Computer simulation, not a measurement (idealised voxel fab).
Module name: voxel self aligned vias (process module)
Xsec cut, 145 nm wide, square cell size 5 nm.
Cross-section, as written here: a square-cell grid given band by band from the top down, where a band holds one or more rows of cells. In this notation a band is specified by the heights of its top and bottom, in that order and in nm, after which its materials appear from left to right, each paired with its width in nm. The word "edge to edge" attached to a single material means that material fills the band from edge to edge; the word "empty" stands for empty space. Counting heights begins at 0, where everything beneath is, in the wafer as received, one material. The lowest band has no bottom; it goes on downwards, as "0 down" shows. A width given as "30..40" starts at the first number in the band's top row and ends at the second number in its bottom row, shifting by an equal amount at every step from row to row. Any step labelled "nothing altered" changed none of the cells in the cross-section. Entry "Unvented voids" = empty spaces >= 8 cells with no open way to the top; each as width x height at distance, distance from left edge, all nm. Formally, on a step line, whatever follows the settings is a remark that the simulator itself makes on the step. overlay nm: for a step with a mask, the amount by which the mask lay right of where it was planned; a negative amount means left of it.
**Planned process steps**
1. RECEIVE, material Si
2. CONFORMAL_DEP, material SiO2, thk nm 15
3. CONFORMAL_DEP, material SiCN, thk nm 5
4. DIRECTIONAL_DEP, material SiO2, thk nm 25
5. DIRECTIONAL_DEP, material aC, thk nm 15
6. PATTERN, tone open, mask id LINES, material resist, width nm 30, pitch nm 60, thk nm 35, overlay nm 0
7. DIRECTIONAL_ETCH, etch materials aC, depth nm 15
8. STRIP, etch materials resist
9. DIRECTIONAL_ETCH, etch materials SiO2, depth nm 25
10. STRIP, etch materials aC
11. CONFORMAL_DEP, material TiN, thk nm 5
12. FILL_DEP, material Ru, thk nm 5
13. CMP, height nm 45
14. SELECTIVE_ETCH, etch materials W Ru TiN, depth nm 5
15. FILL_DEP, material SiN, thk nm 5
16. CMP, height nm 45
17. DIRECTIONAL_DEP, material SiO2, thk nm 15
18. MASKED_ETCH, tone open, mask id VIAS, width nm 40, etch materials SiO2, depth nm 15, overlay nm 0
19. MASKED_ETCH, tone open, mask id VIAS, width nm 40, etch materials SiN, depth nm 5, overlay nm 0
20. CONFORMAL_DEP, material TiN, thk nm 5
21. FILL_DEP, material Cu, thk nm 5
22. CMP, height nm 60
23. CONFORMAL_DEP, material SiN, thk nm 5
**Here's what the wafer looked like in cross-section when it arrived - that's after step 1**
	0 down | Si edge to edge
	Unvented voids: none
**First of two wafers at the end of the module, shown in cross-section; run carried out as planned**
	65 to 60 | SiN edge to edge
	60 to 50 | 20 of SiO2; 5 of TiN; 30 of Cu; 5 of TiN; 85 of SiO2
	50 to 45 | 20 of SiO2; 10 of TiN; 20 of Cu; 10 of TiN; 85 of SiO2
	45 to 40 | 25 of SiO2; 30 of TiN; 30 of SiO2; 30 of SiN; 30 of SiO2
	40 to 25 | 25 of SiO2; 5 of TiN; 20 of Ru; 5 of TiN; 30 of SiO2; 5 of TiN; 20 of Ru; 5 of TiN; 30 of SiO2
	25 to 20 | 25 of SiO2; 30 of TiN; 30 of SiO2; 30 of TiN; 30 of SiO2
	20 to 15 | SiCN edge to edge
	15 to 0 | SiO2 edge to edge
	0 down | Si edge to edge
	Unvented voids: none
**End of module, second wafer, cross-section. Started like the first, planned like the first, run with one mistake**
	65 to 60 | SiN edge to edge
	60 to 45 | 20 of SiO2; 5 of TiN; 30 of Cu; 5 of TiN; 85 of SiO2
	45 to 40 | 20 of SiN; 40 of TiN; 85 of SiN
	40 to 20 | 25 of SiO2; 5 of TiN; 20 of Ru; 5 of TiN; 30 of SiO2; 5 of TiN; 20 of Ru; 5 of TiN; 30 of SiO2
	20 to 15 | 25 of SiO2; 30 of TiN; 30 of SiO2; 30 of TiN; 30 of SiO2
	15 to 0 | SiO2 edge to edge
	0 down | Si edge to edge
	Unvented voids: none
Want to know what went wrong? skipped: plan step 3 (never run)
End check, counted in cells, second wafer has more or fewer of these materials than the first: 2 more of Cu; 8 more of Ru; 29 fewer of SiCN; 15 more of SiN; 4 more of TiN
